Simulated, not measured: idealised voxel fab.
A process module follows: voxel lift off.
This is section cut - it's 195 nm across, gridded in 5 nm square cells.
Square cells in a grid make up a cross-section in this document, and the grid is given as bands, listed from the top down, each one or more rows of cells.
Band entry format. Leading values: height of top, height of bottom, nm. Remainder: materials in left-to-right order, each with its width in nm. Special words: "everywhere" on a single material, which then fills the band edge to edge; "air", empty space.
The reference from which all heights are counted is 0, the level beneath which the as-received wafer is entirely one material; the lowest band, having no lower bound, proceeds downward and is written after the example "top 0, no bottom".
When a width is written as two numbers, as in "30 to 40", the first number is the width in the top row of cells of the band and the second is the width in its bottom row, and the width changes by the same amount from each row to the next.
Where a step carries "no alterations made", the cross-section came out of it unchanged, cell for cell.
The entry "Enclosed void entries" lists the empty spaces that cover at least 8 cells and have no open path to the top. Each is written as width x height at distance, where the distance is measured from the left edge and all three values are in nm.
It should be noted that, on the line of a given step, the content following the step's settings is a remark produced by the simulator itself with respect to that step.
When a step includes a mask, the "overlay nm" setting on its line states how far to the right of its planned place that mask lay, and negative values state how far to the left.

Process steps foreseen in the plan
- 1: RECEIVE | material Si
- 2: CONFORMAL_DEP | material SiO2 | thk nm 5
- 3: PATTERN | tone open | mask id LINES | material resist | width nm 20 | pitch nm 55 | thk nm 15 | overlay nm 0
- 4: DIRECTIONAL_DEP | material Ru | thk nm 5
- 5: STRIP | etch materials resist
- 6: CONFORMAL_DEP | material SiO2 | thk nm 10
The plan's step 3 width nm is the first wafer's value; the wafers differ in this setting and start identical.

This is how the first of several wafers looked in cross-section when it arrived, which is after step 1
top 0, no bottom: Si everywhere
Enclosed void entries: none

Table: wafers, a row each; end-of-module cell change per material since receipt, gain (+), loss (-); then closed voids
width nm 20; +8 Ru; +125 SiO2; Enclosed void entries: none
width nm 25; +10 Ru; +125 SiO2; Enclosed void entries: none
width nm 30; +12 Ru; +125 SiO2; Enclosed void entries: none
width nm 35; +14 Ru; +125 SiO2; Enclosed void entries: none
width nm 40; +16 Ru; +124 SiO2; Enclosed void entries: none
